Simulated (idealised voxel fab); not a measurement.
process module | voxel self aligned vias
cross-section cut | 220 nm wide | cells 5 nm
A cross-section is a grid of square cells, given in bands from the top down. A band is one or more rows of cells.
Each band's line starts with the height of the band's top and of its bottom, in nm. Then come its materials from left to right, each with its width in nm. One material with "throughout" fills the band from edge to edge. "air" is empty space.
Height 0 is the level under which the wafer as received is all one material. The lowest band goes on downwards, as in "0 down".
A width such as "30 to 40" changes by the same amount from each row of cells to the next, from the band's top row to its bottom row.
"no change" after a step means that no cell of the cross-section changed.
closed voids: empty space of 8 cells or more with no open way to the top, each as width x height at its distance from the left edge, in nm
after a step's settings: what the simulator itself notes on the step
overlay nm, on a step with a mask: how far to the right of its planned place the mask lay; to the left if negative
plan
1 op RECEIVE | material Si
2 op CONFORMAL_DEP | material SiO2 | thk nm 10
3 op CONFORMAL_DEP | material SiCN | thk nm 5
4 op DIRECTIONAL_DEP | material SiO2 | thk nm 20
5 op MASKED_ETCH | tone open | mask id LINES | width nm 25 | pitch nm 65 | etch materials SiO2 | depth nm 20 | overlay nm 0
6 op CONFORMAL_DEP | material TiN | thk nm 5
7 op FILL_DEP | material W | thk nm 10
8 op CMP | height nm 35
9 op SELECTIVE_ETCH | etch materials W Ru TiN | depth nm 5
10 op FILL_DEP | material SiN | thk nm 5
11 op CMP | height nm 35
12 op DIRECTIONAL_DEP | material SiO2 | thk nm 15
13 op MASKED_ETCH | tone open | mask id VIAS | width nm 35 | etch materials SiO2 | depth nm 15 | overlay nm 0
14 op MASKED_ETCH | tone open | mask id VIAS | width nm 35 | etch materials SiN | depth nm 5 | overlay nm 0
15 op CONFORMAL_DEP | material TiN | thk nm 5
16 op FILL_DEP | material Cu | thk nm 5
17 op CMP | height nm 50
18 op CONFORMAL_DEP | material SiCN | thk nm 5
as received, after step 1
  0 down: Si throughout
  closed voids: none
a wafer at the end: this start, this plan, one mistake
  55 to 50: SiCN throughout
  50 to 35: SiO2 60 | TiN 5 | Cu 25 | TiN 5 | SiO2 125
  35 to 30: SiN 60 | TiN 35 | SiN 125
  30 to 25: TiN 70 | W 15 | TiN 50 | W 15 | TiN 70
  25 to 10: SiO2 65 | TiN 5 | W 15 | TiN 5 | SiO2 40 | TiN 5 | W 15 | TiN 5 | SiO2 65
  10 to 5: SiO2 65 | TiN 25 | SiO2 40 | TiN 25 | SiO2 65
  5 to 0: SiCN throughout
  0 down: Si throughout
  closed voids: none
what went wrong: step 2 was left out
